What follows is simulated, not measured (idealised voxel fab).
process module | voxel lift off
cross-section cut | 250 nm wide | cells 5 nm
A cross-section is a grid of square cells, given in bands from the top down. A band is one or more rows of cells.
Each band's line starts with the height of the band's top and of its bottom, in nm. Then come its materials from left to right, each with its width in nm. One material with "throughout" fills the band from edge to edge. "air" is empty space.
Height 0 is the level under which the wafer as received is all one material. The lowest band goes on downwards, as in "0 down".
A width such as "30 to 40" changes by the same amount from each row of cells to the next, from the band's top row to its bottom row.
"no change" after a step means that no cell of the cross-section changed.
closed voids: empty space of 8 cells or more with no open way to the top, each as width x height at its distance from the left edge, in nm
after a step's settings: what the simulator itself notes on the step
overlay nm, on a step with a mask: how far to the right of its planned place the mask lay; to the left if negative
plan
1 op RECEIVE | material Si
2 op CONFORMAL_DEP | material SiN | thk nm 15
3 op PATTERN | tone open | mask id LINES | material resist | width nm 30 | pitch nm 50 | thk nm 25 | overlay nm 0
4 op DIRECTIONAL_DEP | material Ru | thk nm 15
5 op STRIP | etch materials resist
6 op CONFORMAL_DEP | material SiCN | thk nm 10
as received, after step 1
  0 down: Si throughout
  closed voids: none
a wafer at the end: this start, this plan, one mistake
  30 to 25: air 25 | SiCN 200 | air 25
  25 to 20: SiCN throughout
  20 to 15: SiCN 35 | Ru 30 | SiCN 20 | Ru 30 | SiCN 20 | Ru 30 | SiCN 20 | Ru 30 | SiCN 35
  15 to 0: SiN throughout
  0 down: Si throughout
  closed voids: none
what went wrong: step 4 ran as: op DIRECTIONAL_DEP | material Ru | thk nm 5
